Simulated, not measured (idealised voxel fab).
Process module, titled voxel gate over fins
FYI the section here is cut, 290 nm wide, cells are 5 nm squares.
Format of a cross-section: grid, square cells. Given as bands. Order: top down. Band: one or more rows of cells.
Band: top and bottom heights (nm) first, top before bottom; then materials from left to right, widths in nm. "throughout" marks a sole material filling the band edge to edge. "empty" denotes empty space.
Ref level 0: as-received wafer is one material below here. Bottom band extends down with no lower bound ("z 0 and below").
Graded width ("30 to 40"): value in top row of band = first number; value in bottom row = second number; row-to-row change constant.
Any step labelled "no modifications" changed none of the cells in the cross-section.
Enclosed voids (no open way to top), threshold 8 cells or more, entry "Unvented internal voids", notation width x height at distance, distance from left edge, nm.
Read whatever lies past the settings on a step's line as the simulator's own remark about the step.
What "overlay nm" on a step's line means: if the step has a mask, that mask lay this far to the right of its planned place, or, when the value is negative, to the left.
**This section lists the process steps that were planned**
1: RECEIVE | material Si
2: CONFORMAL_DEP | material SiN | thk nm 10
3: MASKED_ETCH | tone cover | mask id FINS | width nm 15 | pitch nm 40 | etch materials SiN | depth nm 10 | overlay nm 0
4: MASKED_ETCH | tone cover | mask id FINS | width nm 15 | pitch nm 40 | etch materials Si | depth nm 30 | overlay nm -15
5: FILL_DEP | material SiO2 | thk nm 5
6: CMP | height nm 10
7: SELECTIVE_ETCH | etch materials SiO2 | depth nm 25
8: STRIP | etch materials SiN
9: CONFORMAL_DEP | material HfO2 | thk nm 5
10: CONFORMAL_DEP | material TiN | thk nm 5
11: CONFORMAL_DEP | material TiAl | thk nm 5
12: CONFORMAL_DEP | material TiN | thk nm 5
13: FILL_DEP | material W | thk nm 10
14: CMP | height nm 25
15: CONFORMAL_DEP | material SiCN | thk nm 10
Quick note for whoever runs this: the wafers start identical, but the overlay nm at step 4 isn't the same across them. The plan just shows what the first wafer had.
**Received condition of the first of several wafers, sectioned: post-step 1**
* z 0 and below | Si throughout
* Unvented internal voids: none
**Every row in this table is a wafer at the end of the module, and it gives, for each of the materials, the cells that wafer has gained (+) or lost (-) since it was received, then its closed voids**
overlay nm -15; +70 HfO2; -276 Si; +116 SiCN; +138 SiO2; +64 TiAl; +128 TiN; +166 W; Unvented internal voids: none
overlay nm -10; +70 HfO2; -288 Si; +116 SiCN; +144 SiO2; +64 TiAl; +131 TiN; +169 W; Unvented internal voids: none
overlay nm -5; +70 HfO2; -300 Si; +116 SiCN; +150 SiO2; +64 TiAl; +134 TiN; +172 W; Unvented internal voids: none
overlay nm 0; +70 HfO2; -312 Si; +116 SiCN; +156 SiO2; +67 TiAl; +134 TiN; +175 W; Unvented internal voids: none
overlay nm 5; +70 HfO2; -300 Si; +116 SiCN; +150 SiO2; +64 TiAl; +134 TiN; +172 W; Unvented internal voids: none
overlay nm 10; +70 HfO2; -288 Si; +116 SiCN; +144 SiO2; +64 TiAl; +131 TiN; +169 W; Unvented internal voids: none
overlay nm 15; +70 HfO2; -276 Si; +116 SiCN; +138 SiO2; +64 TiAl; +128 TiN; +166 W; Unvented internal voids: none
